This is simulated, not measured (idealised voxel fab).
Process module name: voxel wiring stack
For reference, the cross-section in this document is cut, with width 220 nm and square cells of 5 nm.
Notation: cross-section as square-cell grid; stated in bands, top first, going down; one or more cell rows per band.
In this notation a band is specified by the heights of its top and bottom, in that order and in nm, after which its materials appear from left to right, each paired with its width in nm. The word "everywhere" attached to a single material means that material fills the band from edge to edge; the word "air" stands for empty space.
Heights are reckoned from 0. Under this level, the received wafer is all of one material. The bottommost band is open-ended downward, for example "top 0, no bottom".
Width "30->40": first value at the band's top row of cells, second value at its bottom row, equal change from row to row.
"no alterations made" for a step: no cell of the cross-section changed in that step.
Listed in "Enclosed internal cavities": every empty space of 8 or more cells without an open way to the top. Form: width x height at distance, the distance being from the left edge, all in nm.
Anything after a step's settings on that line? It's the simulator's own note about the step.
overlay nm, on a step with a mask: how far to the right of its planned place the mask lay; to the left if negative
Guide to the pairs. Each holds a before and an after cross-section around one process step; the after cross-section is cut off at the lowest band that changed. Look under the pair for the step between them and its settings. Pairs can come from different runs of this module on the same starting wafer, so a pair follows on from the one above it only where its entry headed "Pre-process cross-section" says it does.

### Pre-process cross-section
> top 35, bottom 15: lowk 70 / air 30 / lowk 20 / air 30 / lowk 70
> top 15, bottom 10: Cu everywhere
> top 10, bottom 0: SiO2 everywhere
> top 0, no bottom: Si everywhere
> Enclosed internal cavities: none

### Resulting Cross-Section
> top 40, bottom 35: TiN 75 / air 20 / TiN 30 / air 20 / TiN 75
> top 35, bottom 20: lowk 70 / TiN 5 / air 20 / TiN 5 / lowk 20 / TiN 5 / air 20 / TiN 5 / lowk 70
> top 20, bottom 15: lowk 70 / TiN 30 / lowk 20 / TiN 30 / lowk 70
> Everything below 15 is unchanged.
> Enclosed internal cavities: none
The cross-sections above show the structure before and after this step: op CONFORMAL_DEP | material TiN | thk nm 5

Pre-process cross-section: same picture as after in the pair right above, so we don't repeat it.

### Resulting Cross-Section
> top 50, bottom 40: Cu everywhere
> top 40, bottom 35: TiN 75 / Cu 20 / TiN 30 / Cu 20 / TiN 75
> top 35, bottom 20: lowk 70 / TiN 5 / Cu 20 / TiN 5 / lowk 20 / TiN 5 / Cu 20 / TiN 5 / lowk 70
> Everything below 20 is unchanged.
> Enclosed internal cavities: none
The cross-sections above show the structure before and after this step: op FILL_DEP | material Cu | thk nm 10

Pre-process cross-section: same picture as after in the pair right above, so we don't repeat it.

### Resulting Cross-Section
> top 35, bottom 20: lowk 70 / TiN 5 / Cu 20 / TiN 5 / lowk 20 / TiN 5 / Cu 20 / TiN 5 / lowk 70
> Everything below 20 is unchanged.
> Enclosed internal cavities: none
The cross-sections above show the structure before and after this step: op CMP | height nm 35

Pre-process cross-section: same picture as after in the pair right above, so we don't repeat it.

### Resulting Cross-Section
> top 40, bottom 35: air 65 / Ru 40 / air 10 / Ru 40 / air 65
> Everything below 35 is unchanged.
> Enclosed internal cavities: none
The cross-sections above show the structure before and after this step: op EPI | material Ru | thk nm 5

Pre-process cross-section: same picture as after in the pair right above, so we don't repeat it.

### Resulting Cross-Section
> top 45, bottom 40: SiCN everywhere
> top 40, bottom 35: SiCN 65 / Ru 40 / SiCN 10 / Ru 40 / SiCN 65
> Everything below 35 is unchanged.
> Enclosed internal cavities: none
The cross-sections above show the structure before and after this step: op FILL_DEP | material SiCN | thk nm 5

Pre-process cross-section: same picture as after in the pair right above, so we don't repeat it.

### Resulting Cross-Section
> top 65, bottom 45: lowk everywhere
> Everything below 45 is unchanged.
> Enclosed internal cavities: none
The cross-sections above show the structure before and after this step: op DIRECTIONAL_DEP | material lowk | thk nm 20

Pre-process cross-section: same picture as after in the pair right above, so we don't repeat it.

### Resulting Cross-Section
> top 65, bottom 45: lowk 70 / air 15 / lowk 135
> Everything below 45 is unchanged.
> Enclosed internal cavities: none
The cross-sections above show the structure before and after this step: op MASKED_ETCH | tone open | mask id PLUG_1 | width nm 15 | etch materials lowk | depth nm 20 | overlay nm 0

Pre-process cross-section: same picture as after in the pair right above, so we don't repeat it.

### Resulting Cross-Section
> top 65, bottom 45: lowk 70 / air 15 / lowk 135
> top 45, bottom 40: SiCN 70 / air 15 / SiCN 135
> Everything below 40 is unchanged.
> Enclosed internal cavities: none
The cross-sections above show the structure before and after this step: op MASKED_ETCH | tone open | mask id PLUG_1 | width nm 15 | etch materials SiCN | depth nm 5 | overlay nm 0

Pre-process cross-section: same picture as after in the pair right above, so we don't repeat it.

### Resulting Cross-Section
> top 65, bottom 50: lowk 70 / air 15 / lowk 135
> top 50, bottom 45: lowk 70 / Ru 15 / lowk 135
> top 45, bottom 40: SiCN 70 / Ru 15 / SiCN 135
> Everything below 40 is unchanged.
> Enclosed internal cavities: none
The cross-sections above show the structure before and after this step: op EPI | material Ru | thk nm 10

Pre-process cross-section: same picture as after in the pair right above, so we don't repeat it.

### Resulting Cross-Section
> top 65, bottom 60: lowk 70 / air 15 / lowk 135
> top 60, bottom 45: lowk 70 / Ru 15 / lowk 135
> Everything below 45 is unchanged.
> Enclosed internal cavities: none
The cross-sections above show the structure before and after this step: op EPI | material Ru | thk nm 10

Pre-process cross-section: same picture as after in the pair right above, so we don't repeat it.

### Resulting Cross-Section
> top 65, bottom 45: lowk 70 / Ru 15 / lowk 135
> Everything below 45 is unchanged.
> Enclosed internal cavities: none
The cross-sections above show the structure before and after this step: op EPI | material Ru | thk nm 5

Pre-process cross-section: same picture as after in the pair right above, so we don't repeat it.

### Resulting Cross-Section
> top 70, bottom 65: SiN everywhere
> Everything below 65 is unchanged.
> Enclosed internal cavities: none
The cross-sections above show the structure before and after this step: op CONFORMAL_DEP | material SiN | thk nm 5

Pre-process cross-section: same picture as after in the pair right above, so we don't repeat it.

### Resulting Cross-Section
> top 95, bottom 70: lowk everywhere
> Everything below 70 is unchanged.
> Enclosed internal cavities: none
The cross-sections above show the structure before and after this step: op DIRECTIONAL_DEP | material lowk | thk nm 25

Pre-process cross-section: same picture as after in the pair right above, so we don't repeat it.

### Resulting Cross-Section
> top 95, bottom 70: lowk 70 / air 30 / lowk 20 / air 30 / lowk 70
> Everything below 70 is unchanged.
> Enclosed internal cavities: none
The cross-sections above show the structure before and after this step: op MASKED_ETCH | tone open | mask id METAL_2 | width nm 30 | pitch nm 50 | etch materials lowk | depth nm 25 | overlay nm 0

Pre-process cross-section: same picture as after in the pair right above, so we don't repeat it.

### Resulting Cross-Section
> top 95, bottom 70: lowk 70 / air 30 / lowk 20 / air 30 / lowk 70
> top 70, bottom 65: SiN 70 / air 30 / SiN 20 / air 30 / SiN 70
> Everything below 65 is unchanged.
> Enclosed internal cavities: none
The cross-sections above show the structure before and after this step: op MASKED_ETCH | tone open | mask id METAL_2 | width nm 30 | pitch nm 50 | etch materials SiN | depth nm 5 | overlay nm 0

Pre-process cross-section: same picture as after in the pair right above, so we don't repeat it.

### Resulting Cross-Section
> top 100, bottom 95: TiN 75 / air 20 / TiN 30 / air 20 / TiN 75
> top 95, bottom 70: lowk 70 / TiN 5 / air 20 / TiN 5 / lowk 20 / TiN 5 / air 20 / TiN 5 / lowk 70
> top 70, bottom 65: SiN 70 / TiN 30 / SiN 20 / TiN 30 / SiN 70
> Everything below 65 is unchanged.
> Enclosed internal cavities: none
The cross-sections above show the structure before and after this step: op CONFORMAL_DEP | material TiN | thk nm 5

Pre-process cross-section: same picture as after in the pair right above, so we don't repeat it.

### Resulting Cross-Section
> top 110, bottom 100: W everywhere
> top 100, bottom 95: TiN 75 / W 20 / TiN 30 / W 20 / TiN 75
> top 95, bottom 70: lowk 70 / TiN 5 / W 20 / TiN 5 / lowk 20 / TiN 5 / W 20 / TiN 5 / lowk 70
> Everything below 70 is unchanged.
> Enclosed internal cavities: none
The cross-sections above show the structure before and after this step: op FILL_DEP | material W | thk nm 10

Pre-process cross-section: same picture as after in the pair right above, so we don't repeat it.

### Resulting Cross-Section
> top 95, bottom 70: lowk 70 / TiN 5 / W 20 / TiN 5 / lowk 20 / TiN 5 / W 20 / TiN 5 / lowk 70
> Everything below 70 is unchanged.
> Enclosed internal cavities: none
The cross-sections above show the structure before and after this step: op CMP | height nm 95

Pre-process cross-section: same picture as after in the pair right above, so we don't repeat it.

### Resulting Cross-Section
> top 100, bottom 95: SiCN everywhere
> Everything below 95 is unchanged.
> Enclosed internal cavities: none
The cross-sections above show the structure before and after this step: op CONFORMAL_DEP | material SiCN | thk nm 5

Pre-process cross-section: same picture as after in the pair right above, so we don't repeat it.

### Resulting Cross-Section
> top 115, bottom 100: SiO2 everywhere
> Everything below 100 is unchanged.
> Enclosed internal cavities: none
The cross-sections above show the structure before and after this step: op DIRECTIONAL_DEP | material SiO2 | thk nm 15

Pre-process cross-section: same picture as after in the pair right above, so we don't repeat it.

### Resulting Cross-Section
> top 135, bottom 115: resist 70 / air 15 / resist 35 / air 15 / resist 85
> Everything below 115 is unchanged.
> Enclosed internal cavities: none
The cross-sections above show the structure before and after this step: op PATTERN | tone open | mask id PLUG_2 | material resist | width nm 15 | pitch nm 50 | thk nm 20 | overlay nm 0

Pre-process cross-section: same picture as after in the pair right above, so we don't repeat it.

### Resulting Cross-Section
> top 135, bottom 115: resist 70 / air 15 / resist 35 / air 15 / resist 85
> top 115, bottom 100: SiO2 70 / air 15 / SiO2 35 / air 15 / SiO2 85
> Everything below 100 is unchanged.
> Enclosed internal cavities: none
The cross-sections above show the structure before and after this step: op DIRECTIONAL_ETCH | etch materials SiO2 | depth nm 15

Pre-process cross-section: same picture as after in the pair right above, so we don't repeat it.

### Resulting Cross-Section
> top 135, bottom 115: resist 70 / air 15 / resist 35 / air 15 / resist 85
> top 115, bottom 100: SiO2 70 / air 15 / SiO2 35 / air 15 / SiO2 85
> top 100, bottom 95: SiCN 70 / air 15 / SiCN 35 / air 15 / SiCN 85
> Everything below 95 is unchanged.
> Enclosed internal cavities: none
The cross-sections above show the structure before and after this step: op DIRECTIONAL_ETCH | etch materials SiCN | depth nm 5

Pre-process cross-section: same picture as after in the pair right above, so we don't repeat it.

### Resulting Cross-Section
> top 115, bottom 100: SiO2 70 / air 15 / SiO2 35 / air 15 / SiO2 85
> Everything below 100 is unchanged.
> Enclosed internal cavities: none
The cross-sections above show the structure before and after this step: op STRIP | etch materials resist

Pre-process cross-section: same picture as after in the pair right above, so we don't repeat it.

### Resulting Cross-Section
> top 115, bottom 105: SiO2 70 / air 15 / SiO2 35 / air 15 / SiO2 85
> top 105, bottom 100: SiO2 70 / Ru 15 / SiO2 35 / Ru 15 / SiO2 85
> top 100, bottom 95: SiCN 70 / Ru 15 / SiCN 35 / Ru 15 / SiCN 85
> Everything below 95 is unchanged.
> Enclosed internal cavities: none
The cross-sections above show the structure before and after this step: op EPI | material Ru | thk nm 10

Pre-process cross-section: same picture as after in the pair right above, so we don't repeat it.

### Resulting Cross-Section
> top 115, bottom 100: SiO2 70 / Ru 15 / SiO2 35 / Ru 15 / SiO2 85
> Everything below 100 is unchanged.
> Enclosed internal cavities: none
The cross-sections above show the structure before and after this step: op EPI | material Ru | thk nm 10

Pre-process cross-section: same picture as after in the pair right above, so we don't repeat it.

### Resulting Cross-Section
> top 120, bottom 115: SiCN everywhere
> Everything below 115 is unchanged.
> Enclosed internal cavities: none
The cross-sections above show the structure before and after this step: op CONFORMAL_DEP | material SiCN | thk nm 5

Pre-process cross-section: same picture as after in the pair right above, so we don't repeat it.

### Resulting Cross-Section
> top 135, bottom 120: SiO2 everywhere
> Everything below 120 is unchanged.
> Enclosed internal cavities: none
The cross-sections above show the structure before and after this step: op DIRECTIONAL_DEP | material SiO2 | thk nm 15

Pre-process cross-section: same picture as after in the pair right above, so we don't repeat it.

### Resulting Cross-Section
> top 135, bottom 120: SiO2 70 / air 30 / SiO2 20 / air 30 / SiO2 70
> Everything below 120 is unchanged.
> Enclosed internal cavities: none
The cross-sections above show the structure before and after this step: op MASKED_ETCH | tone open | mask id METAL_3 | width nm 30 | pitch nm 50 | etch materials SiO2 | depth nm 15 | overlay nm 0

Pre-process cross-section: same picture as after in the pair right above, so we don't repeat it.

### Resulting Cross-Section
> top 135, bottom 120: SiO2 70 / air 30 / SiO2 20 / air 30 / SiO2 70
> top 120, bottom 115: SiCN 70 / air 30 / SiCN 20 / air 30 / SiCN 70
> Everything below 115 is unchanged.
> Enclosed internal cavities: none
The cross-sections above show the structure before and after this step: op MASKED_ETCH | tone open | mask id METAL_3 | width nm 30 | pitch nm 50 | etch materials SiCN | depth nm 5 | overlay nm 0

Pre-process cross-section: same picture as after in the pair right above, so we don't repeat it.

### Resulting Cross-Section
> top 140, bottom 135: TiN 75 / air 20 / TiN 30 / air 20 / TiN 75
> top 135, bottom 120: SiO2 70 / TiN 5 / air 20 / TiN 5 / SiO2 20 / TiN 5 / air 20 / TiN 5 / SiO2 70
> top 120, bottom 115: SiCN 70 / TiN 30 / SiCN 20 / TiN 30 / SiCN 70
> Everything below 115 is unchanged.
> Enclosed internal cavities: none
The cross-sections above show the structure before and after this step: op CONFORMAL_DEP | material TiN | thk nm 5

Pre-process cross-section: same picture as after in the pair right above, so we don't repeat it.

### Resulting Cross-Section
> top 145, bottom 140: W everywhere
> top 140, bottom 135: TiN 75 / W 20 / TiN 30 / W 20 / TiN 75
> top 135, bottom 120: SiO2 70 / TiN 5 / W 20 / TiN 5 / SiO2 20 / TiN 5 / W 20 / TiN 5 / SiO2 70
> Everything below 120 is unchanged.
> Enclosed internal cavities: none
The cross-sections above show the structure before and after this step: op FILL_DEP | material W | thk nm 5

Pre-process cross-section: same picture as after in the pair right above, so we don't repeat it.

### Resulting Cross-Section
> top 135, bottom 120: SiO2 70 / TiN 5 / W 20 / TiN 5 / SiO2 20 / TiN 5 / W 20 / TiN 5 / SiO2 70
> Everything below 120 is unchanged.
> Enclosed internal cavities: none
The cross-sections above show the structure before and after this step: op CMP | height nm 135

Pre-process cross-section: same picture as after in the pair right above, so we don't repeat it.

### Resulting Cross-Section
> top 140, bottom 135: air 65 / Ru 40 / air 10 / Ru 40 / air 65
> Everything below 135 is unchanged.
> Enclosed internal cavities: none
The cross-sections above show the structure before and after this step: op EPI | material Ru | thk nm 5

Pre-process cross-section: same picture as after in the pair right above, so we don't repeat it.

### Resulting Cross-Section
> top 145, bottom 140: SiCN everywhere
> top 140, bottom 135: SiCN 65 / Ru 40 / SiCN 10 / Ru 40 / SiCN 65
> Everything below 135 is unchanged.
> Enclosed internal cavities: none
The cross-sections above show the structure before and after this step: op FILL_DEP | material SiCN | thk nm 5

Pre-process cross-section: same picture as after in the pair right above, so we don't repeat it.

### Resulting Cross-Section
> top 155, bottom 145: SiO2 everywhere
> Everything below 145 is unchanged.
> Enclosed internal cavities: none
The cross-sections above show the structure before and after this step: op DIRECTIONAL_DEP | material SiO2 | thk nm 10

Pre-process cross-section: same picture as after in the pair right above, so we don't repeat it.

### Resulting Cross-Section
> top 155, bottom 145: SiO2 70 / air 15 / SiO2 35 / air 15 / SiO2 85
> Everything below 145 is unchanged.
> Enclosed internal cavities: none
The cross-sections above show the structure before and after this step: op MASKED_ETCH | tone open | mask id PLUG_3 | width nm 15 | pitch nm 50 | etch materials SiO2 | depth nm 10 | overlay nm 0

Pre-process cross-section: same picture as after in the pair right above, so we don't repeat it.

### Resulting Cross-Section
> top 155, bottom 145: SiO2 70 / air 15 / SiO2 35 / air 15 / SiO2 85
> top 145, bottom 140: SiCN 70 / air 15 / SiCN 35 / air 15 / SiCN 85
> Everything below 140 is unchanged.
> Enclosed internal cavities: none
The cross-sections above show the structure before and after this step: op MASKED_ETCH | tone open | mask id PLUG_3 | width nm 15 | pitch nm 50 | etch materials SiCN | depth nm 5 | overlay nm 0

Pre-process cross-section: same picture as after in the pair right above, so we don't repeat it.

### Resulting Cross-Section
> top 155, bottom 150: SiO2 70 / air 15 / SiO2 35 / air 15 / SiO2 85
> top 150, bottom 145: SiO2 70 / Ru 15 / SiO2 35 / Ru 15 / SiO2 85
> top 145, bottom 135: SiCN 70->65 / Ru 15->40 / SiCN 35->10 / Ru 15->40 / SiCN 85->65
> Everything below 135 is unchanged.
> Enclosed internal cavities: none
The cross-sections above show the structure before and after this step: op EPI | material Ru | thk nm 10

Pre-process cross-section: same picture as after in the pair right above, so we don't repeat it.

### Resulting Cross-Section
> top 155, bottom 145: SiO2 70 / Ru 15 / SiO2 35 / Ru 15 / SiO2 85
> Everything below 145 is unchanged.
> Enclosed internal cavities: none
The cross-sections above show the structure before and after this step: op EPI | material Ru | thk nm 5

Pre-process cross-section: same picture as after in the pair right above, so we don't repeat it.

### Resulting Cross-Section
> top 160, bottom 155: SiCN everywhere
> Everything below 155 is unchanged.
> Enclosed internal cavities: none
The cross-sections above show the structure before and after this step: op CONFORMAL_DEP | material SiCN | thk nm 5

Pre-process cross-section: same picture as after in the pair right above, so we don't repeat it.

### Resulting Cross-Section
> top 175, bottom 160: lowk everywhere
> Everything below 160 is unchanged.
> Enclosed internal cavities: none
The cross-sections above show the structure before and after this step: op DIRECTIONAL_DEP | material lowk | thk nm 15

Pre-process cross-section: same picture as after in the pair right above, so we don't repeat it.

### Resulting Cross-Section
> top 175, bottom 160: lowk 70 / air 30 / lowk 20 / air 30 / lowk 70
> Everything below 160 is unchanged.
> Enclosed internal cavities: none
The cross-sections above show the structure before and after this step: op MASKED_ETCH | tone open | mask id METAL_4 | width nm 30 | pitch nm 50 | etch materials lowk | depth nm 15 | overlay nm 0

Pre-process cross-section: same picture as after in the pair right above, so we don't repeat it.

### Resulting Cross-Section
> top 175, bottom 160: lowk 70 / air 30 / lowk 20 / air 30 / lowk 70
> top 160, bottom 155: SiCN 70 / air 30 / SiCN 20 / air 30 / SiCN 70
> Everything below 155 is unchanged.
> Enclosed internal cavities: none
The cross-sections above show the structure before and after this step: op MASKED_ETCH | tone open | mask id METAL_4 | width nm 30 | pitch nm 50 | etch materials SiCN | depth nm 5 | overlay nm 0

Pre-process cross-section: same picture as after in the pair right above, so we don't repeat it.

### Resulting Cross-Section
> top 180, bottom 175: TiN 75 / air 20 / TiN 30 / air 20 / TiN 75
> top 175, bottom 160: lowk 70 / TiN 5 / air 20 / TiN 5 / lowk 20 / TiN 5 / air 20 / TiN 5 / lowk 70
> top 160, bottom 155: SiCN 70 / TiN 30 / SiCN 20 / TiN 30 / SiCN 70
> Everything below 155 is unchanged.
> Enclosed internal cavities: none
The cross-sections above show the structure before and after this step: op CONFORMAL_DEP | material TiN | thk nm 5

Pre-process cross-section: same picture as after in the pair right above, so we don't repeat it.

### Resulting Cross-Section
> top 190, bottom 180: W everywhere
> top 180, bottom 175: TiN 75 / W 20 / TiN 30 / W 20 / TiN 75
> top 175, bottom 160: lowk 70 / TiN 5 / W 20 / TiN 5 / lowk 20 / TiN 5 / W 20 / TiN 5 / lowk 70
> Everything below 160 is unchanged.
> Enclosed internal cavities: none
The cross-sections above show the structure before and after this step: op FILL_DEP | material W | thk nm 10

Pre-process cross-section: same picture as after in the pair right above, so we don't repeat it.

### Resulting Cross-Section
> top 175, bottom 160: lowk 70 / TiN 5 / W 20 / TiN 5 / lowk 20 / TiN 5 / W 20 / TiN 5 / lowk 70
> Everything below 160 is unchanged.
> Enclosed internal cavities: none
The cross-sections above show the structure before and after this step: op CMP | height nm 175

Pre-process cross-section: same picture as after in the pair right above, so we don't repeat it.

### Resulting Cross-Section
> top 180, bottom 175: SiCN everywhere
> Everything below 175 is unchanged.
> Enclosed internal cavities: none
The cross-sections above show the structure before and after this step: op CONFORMAL_DEP | material SiCN | thk nm 5

### Pre-process cross-section
> top 155, bottom 145: SiO2 everywhere
> top 145, bottom 140: SiCN everywhere
> top 140, bottom 135: SiCN 65 / Ru 40 / SiCN 10 / Ru 40 / SiCN 65
> top 135, bottom 120: SiO2 70 / TiN 5 / W 20 / TiN 5 / SiO2 20 / TiN 5 / W 20 / TiN 5 / SiO2 70
> top 120, bottom 115: SiCN 70 / TiN 30 / SiCN 20 / TiN 30 / SiCN 70
> top 115, bottom 100: SiO2 70 / Ru 15 / SiO2 35 / Ru 15 / SiO2 85
> top 100, bottom 95: SiCN 70 / Ru 15 / SiCN 35 / Ru 15 / SiCN 85
> top 95, bottom 70: lowk 70 / TiN 5 / W 20 / TiN 5 / lowk 20 / TiN 5 / W 20 / TiN 5 / lowk 70
> top 70, bottom 65: SiN 70 / TiN 30 / SiN 20 / TiN 30 / SiN 70
> top 65, bottom 45: lowk 70 / Ru 15 / lowk 135
> top 45, bottom 40: SiCN 70 / Ru 15 / SiCN 135
> top 40, bottom 35: SiCN 65 / Ru 40 / SiCN 10 / Ru 40 / SiCN 65
> top 35, bottom 15: lowk 70 / TiN 5 / Cu 20 / TiN 5 / lowk 20 / TiN 5 / Cu 20 / TiN 5 / lowk 70
> top 15, bottom 10: SiN 70 / TiN 30 / SiN 20 / TiN 30 / SiN 70
> top 10, bottom 0: SiO2 everywhere
> top 0, no bottom: Si everywhere
> Enclosed internal cavities: none

### Resulting Cross-Section
> top 155, bottom 145: air 70 / SiO2 15 / air 35 / SiO2 15 / air 85
> Everything below 145 is unchanged.
> Enclosed internal cavities: none
The cross-sections above show the structure before and after this step: op MASKED_ETCH | tone cover | mask id PLUG_3 | width nm 15 | pitch nm 50 | etch materials SiO2 | depth nm 10 | overlay nm 0

Pre-process cross-section: same picture as after in the pair right above, so we don't repeat it.

### Resulting Cross-Section
> top 160, bottom 155: air 65 / SiCN 25 / air 25 / SiCN 25 / air 80
> top 155, bottom 150: air 65 / SiCN 5 / SiO2 15 / SiCN 5 / air 25 / SiCN 5 / SiO2 15 / SiCN 5 / air 80
> top 150, bottom 145: SiCN 70 / SiO2 15 / SiCN 35 / SiO2 15 / SiCN 85
> Everything below 145 is unchanged.
> Enclosed internal cavities: none
The cross-sections above show the structure before and after this step: op CONFORMAL_DEP | material SiCN | thk nm 5

Pre-process cross-section: same picture as after in the pair right above, so we don't repeat it.

### Resulting Cross-Section
> top 175, bottom 165: air 65 / lowk 25 / air 25 / lowk 25 / air 80
> top 165, bottom 160: lowk everywhere
> top 160, bottom 155: lowk 65 / SiCN 25 / lowk 25 / SiCN 25 / lowk 80
> top 155, bottom 150: lowk 65 / SiCN 5 / SiO2 15 / SiCN 5 / lowk 25 / SiCN 5 / SiO2 15 / SiCN 5 / lowk 80
> Everything below 150 is unchanged.
> Enclosed internal cavities: none
The cross-sections above show the structure before and after this step: op DIRECTIONAL_DEP | material lowk | thk nm 15

Pre-process cross-section: same picture as after in the pair right above, so we don't repeat it.

### Resulting Cross-Section
> top 175, bottom 165: air 65 / lowk 5 / air 45 / lowk 5 / air 100
> top 165, bottom 160: lowk 70 / air 30 / lowk 20 / air 30 / lowk 70
> top 160, bottom 155: lowk 65 / SiCN 25 / air 10 / lowk 15 / SiCN 25 / air 10 / lowk 70
> top 155, bottom 150: lowk 65 / SiCN 5 / SiO2 15 / SiCN 5 / air 10 / lowk 15 / SiCN 5 / SiO2 15 / SiCN 5 / air 10 / lowk 70
> Everything below 150 is unchanged.
> Enclosed internal cavities: none
The cross-sections above show the structure before and after this step: op MASKED_ETCH | tone open | mask id METAL_4 | width nm 30 | pitch nm 50 | etch materials lowk | depth nm 15 | overlay nm 0

Pre-process cross-section: same picture as after in the pair right above, so we don't repeat it.

### Resulting Cross-Section
> top 175, bottom 165: air 65 / lowk 5 / air 45 / lowk 5 / air 100
> top 165, bottom 160: lowk 70 / air 30 / lowk 20 / air 30 / lowk 70
> top 160, bottom 155: lowk 65 / SiCN 5 / air 30 / lowk 15 / SiCN 5 / air 30 / lowk 70
> top 155, bottom 150: lowk 65 / SiCN 5 / SiO2 15 / SiCN 5 / air 10 / lowk 15 / SiCN 5 / SiO2 15 / SiCN 5 / air 10 / lowk 70
> top 150, bottom 145: SiCN 70 / SiO2 15 / SiCN 5 / air 10 / SiCN 20 / SiO2 15 / SiCN 5 / air 10 / SiCN 70
> Everything below 145 is unchanged.
> Enclosed internal cavities: none
The cross-sections above show the structure before and after this step: op MASKED_ETCH | tone open | mask id METAL_4 | width nm 30 | pitch nm 50 | etch materials SiCN | depth nm 5 | overlay nm 0

Pre-process cross-section: same picture as after in the pair right above, so we don't repeat it.

### Resulting Cross-Section
> top 180, bottom 175: air 60 / TiN 15 / air 35 / TiN 15 / air 95
> top 175, bottom 170: air 60 / TiN 5 / lowk 5 / TiN 5 / air 35 / TiN 5 / lowk 5 / TiN 5 / air 95
> top 170, bottom 165: TiN 65 / lowk 5 / TiN 5 / air 20 / TiN 20 / lowk 5 / TiN 5 / air 20 / TiN 75
> top 165, bottom 160: lowk 70 / TiN 5 / air 20 / TiN 5 / lowk 20 / TiN 5 / air 20 / TiN 5 / lowk 70
> top 160, bottom 155: lowk 65 / SiCN 5 / TiN 30 / lowk 15 / SiCN 5 / TiN 30 / lowk 70
> top 155, bottom 150: lowk 65 / SiCN 5 / SiO2 15 / SiCN 5 / TiN 10 / lowk 15 / SiCN 5 / SiO2 15 / SiCN 5 / TiN 10 / lowk 70
> top 150, bottom 145: SiCN 70 / SiO2 15 / SiCN 5 / TiN 10 / SiCN 20 / SiO2 15 / SiCN 5 / TiN 10 / SiCN 70
> Everything below 145 is unchanged.
> Enclosed internal cavities: none
The cross-sections above show the structure before and after this step: op CONFORMAL_DEP | material TiN | thk nm 5

Pre-process cross-section: same picture as after in the pair right above, so we don't repeat it.

### Resulting Cross-Section
> top 190, bottom 180: W everywhere
> top 180, bottom 175: W 60 / TiN 15 / W 35 / TiN 15 / W 95
> top 175, bottom 170: W 60 / TiN 5 / lowk 5 / TiN 5 / W 35 / TiN 5 / lowk 5 / TiN 5 / W 95
> top 170, bottom 165: TiN 65 / lowk 5 / TiN 5 / W 20 / TiN 20 / lowk 5 / TiN 5 / W 20 / TiN 75
> top 165, bottom 160: lowk 70 / TiN 5 / W 20 / TiN 5 / lowk 20 / TiN 5 / W 20 / TiN 5 / lowk 70
> Everything below 160 is unchanged.
> Enclosed internal cavities: none
The cross-sections above show the structure before and after this step: op FILL_DEP | material W | thk nm 10

Pre-process cross-section: same picture as after in the pair right above, so we don't repeat it.

### Resulting Cross-Section
> top 175, bottom 170: W 60 / TiN 5 / lowk 5 / TiN 5 / W 35 / TiN 5 / lowk 5 / TiN 5 / W 95
> Everything below 170 is unchanged.
> Enclosed internal cavities: none
The cross-sections above show the structure before and after this step: op CMP | height nm 175

Pre-process cross-section: same picture as after in the pair right above, so we don't repeat it.

### Resulting Cross-Section
> top 180, bottom 175: SiCN everywhere
> Everything below 175 is unchanged.
> Enclosed internal cavities: none
The cross-sections above show the structure before and after this step: op CONFORMAL_DEP | material SiCN | thk nm 5
